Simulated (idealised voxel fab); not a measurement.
voxel released beams: a process module
We display cut, a cross-section 275 nm in width whose square cells are each 5 nm.
Format of a cross-section: grid, square cells. Given as bands. Order: top down. Band: one or more rows of cells.
For a band, the entry starts with two heights in nm, that of the top and then that of the bottom, and carries on with the band's materials in order from left to right, each alongside its width in nm; the word "full width" beside a single material means it fills the band edge to edge, and "blank" means empty space.
Height 0 is the level under which the wafer as received is all one material. The lowest band goes on downwards, as in "z 0 and below".
Width: "30 to 40" (first number = top row, second number = bottom row, same change from row to row of cells).
For the purposes of this document, the phrase "no modifications" attached to a step denotes that no cell within the cross-section was modified by that step.
Voids, enclosed: empty space of 8 cells or more with no open way to the top, each as width x height at its distance from the left edge, in nm
Step line, after settings: the simulator's comment on this step.
"overlay nm" denotes, for a step that has a mask, the displacement of the mask to the right of its planned place, with negative values corresponding to the left.

Planned process steps:
1,RECEIVE | material Si
2,CONFORMAL_DEP | material Al2O3 | thk nm 5
3,DIRECTIONAL_DEP | material SiO2 | thk nm 20
4,MASKED_ETCH | tone open | mask id ANCHOR | width nm 25 | etch materials SiO2 | depth nm 20 | overlay nm -15
5,CONFORMAL_DEP | material SiN | thk nm 10
6,DIRECTIONAL_DEP | material aC | thk nm 10
7,PATTERN | tone cover | mask id BEAM | material resist | width nm 75 | thk nm 25 | overlay nm 0
8,DIRECTIONAL_ETCH | etch materials aC | depth nm 10
9,STRIP | etch materials resist
10,DIRECTIONAL_ETCH | etch materials SiN | depth nm 10
11,STRIP | etch materials aC
12,STRIP | etch materials SiO2
For clarity, it should be stated that the wafers under discussion commence in an identical condition and differ with respect to the overlay nm of step 4, the plan indicating the value that the first wafer had.

Cut through the first of several wafers as received, post step 1:
- z 0 and below: Si full width
- Voids, enclosed: none

What follows is a table in which each wafer occupies a row; for the wafer as it stands at the close of the module, the row states, material by material, how many cells have been gained (+) or lost (-) since receipt, and then gives its closed voids:
overlay nm -15, +55 Al2O3, +46 SiN, Voids, enclosed: none
overlay nm -10, +55 Al2O3, +46 SiN, Voids, enclosed: none
overlay nm -5, +55 Al2O3, +46 SiN, Voids, enclosed: none
overlay nm 0, +55 Al2O3, +46 SiN, Voids, enclosed: none
overlay nm 5, +55 Al2O3, +46 SiN, Voids, enclosed: none
overlay nm 10, +55 Al2O3, +46 SiN, Voids, enclosed: none
overlay nm 15, +55 Al2O3, +46 SiN, Voids, enclosed: none
